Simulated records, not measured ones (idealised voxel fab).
The name of this process module is voxel released beams.
Pictured: cross-section cut, 155 nm wide, on a grid of 5 nm square cells.
Cross-sections here: square-cell grids, written as top-down lists of bands, a band being one or more rows of cells. Basically the band line says how high the top is and how high the bottom is, in nm, and then what's in it from left to right, every material with its width in nm. Empty space shows up as "empty", and if a single material carries "everywhere" it runs the full band edge to edge. Heights are measured from 0, the level below which the as-received wafer is all one material; the lowest band has no bottom and continues downward, written as in "z 0 and below". When a width is written as two numbers, as in "30 to 40", the first number is the width in the top row of cells of the band and the second is the width in its bottom row, and the width changes by the same amount from each row to the next. "no alteration" means the step left every cell of the cross-section as it was. For the entry "Sealed void inventory", the listed items are empty spaces with no open way to the top whose size is 8 cells or more; each item follows the pattern width x height at distance, where distance is from the left edge and all three are in nm. What comes after the settings on a step's line is commentary from the simulator itself on that step. overlay nm: on a step with a mask, how far right of its planned place the mask lay; negative means left.
THE PLANNED PROCESS STEPS ARE ENUMERATED HEREUNDER
step 1: RECEIVE with material Si
step 2: CONFORMAL_DEP with material SiN, thk nm 5
step 3: DIRECTIONAL_DEP with material SiO2, thk nm 15
step 4: MASKED_ETCH with tone open, mask id ANCHOR, width nm 35, etch materials SiO2, depth nm 15, overlay nm 0
step 5: CONFORMAL_DEP with material W, thk nm 15
step 6: DIRECTIONAL_DEP with material aC, thk nm 15
step 7: PATTERN with tone cover, mask id BEAM, material resist, width nm 90, thk nm 30, overlay nm 0
step 8: DIRECTIONAL_ETCH with etch materials aC, depth nm 15
step 9: STRIP with etch materials resist
step 10: DIRECTIONAL_ETCH with etch materials W, depth nm 15
step 11: STRIP with etch materials aC
step 12: STRIP with etch materials SiO2
SHOWN IN CROSS-SECTION IS THE WAFER AS RECEIVED, THAT IS, AS IT STANDS AFTER STEP 1
z 0 and below: Si everywhere
Sealed void inventory: none
FINAL CROSS-SECTION, MODULE RUN WITH ONE MISTAKE (START AND PLAN AS ABOVE)
z 30 to 15: empty 30 / W 20 / empty 5 / W 65 / empty 35
z 15 to 0: empty 35 / W 35 / empty 85
z 0 and below: Si everywhere
Sealed void inventory: none
Deviation noted in wafer processing: skipped: plan step 2 (never run)
